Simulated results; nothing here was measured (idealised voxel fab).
Proc. module: voxel trench capacitor
Shown is cross-section cut, with a width of 280 nm and square cells of size 5 nm.
Throughout this document, each cross-section is represented as a grid of square cells and is presented as a sequence of bands enumerated from the top downward, where a band comprises one or more rows of cells.
Within each band entry, the heights of the top and of the bottom of the band appear first, in that order and in nm; the materials of the band then follow from left to right, each with its corresponding width in nm. The designation "all across" on a single material indicates that it fills the band from edge to edge; the designation "air" indicates empty space.
We count height from 0. Below that, the starting wafer is all one material. The lowest band never ends at the bottom but goes on down; see "0 and below" for how that is written.
Width: "30..40" (first number = top row, second number = bottom row, same change from row to row of cells).
When a step is marked "remains unaltered", none of the cells in the cross-section changed during that step.
Basically, "Closed void inventory" tells you about the enclosed voids: empty spaces with no open way to the top, 8 cells or bigger, each written width x height at distance, where distance is from the left edge, all in nm.
What comes after the settings on a step's line is commentary from the simulator itself on that step.
The "overlay nm" setting may appear on a step's line; for a step that uses a mask, it gives how far to the right of its planned position the mask lay, and a negative value indicates the left.

Planned process steps:
1,RECEIVE | material Si
2,CONFORMAL_DEP | material SiN | thk nm 10
3,MASKED_ETCH | tone open | mask id TRENCH | width nm 20 | pitch nm 40 | etch materials SiN | depth nm 10 | overlay nm 0
4,MASKED_ETCH | tone open | mask id TRENCH | width nm 20 | pitch nm 40 | etch materials Si | depth nm 40 | overlay nm 0
5,CONFORMAL_DEP | material SiO2 | thk nm 5
6,FILL_DEP | material polySi | thk nm 10
7,CMP | height nm 10

As-received wafer cross-section (after step 1):
0 and below | Si all across
Closed void inventory: none

End-of-module cross-section. Starting structure and process plan as above; one mistake made in running it:
10 down to 5 | polySi 85 nm  SiO2 5 nm  SiN 20 nm  SiO2 5 nm  polySi 10 nm  SiO2 5 nm  SiN 20 nm  SiO2 5 nm  polySi 10 nm  SiO2 5 nm  SiN 20 nm  SiO2 5 nm  polySi 85 nm
5 down to 0 | SiO2 90 nm  SiN 20 nm  SiO2 20 nm  SiN 20 nm  SiO2 20 nm  SiN 20 nm  SiO2 90 nm
0 and below | Si all across
Closed void inventory: none
Run error: so step 3 ended up running with a different setting than we planned, it ran as MASKED_ETCH | tone cover | mask id TRENCH | width nm 20 | pitch nm 40 | etch materials SiN | depth nm 10 | overlay nm 0
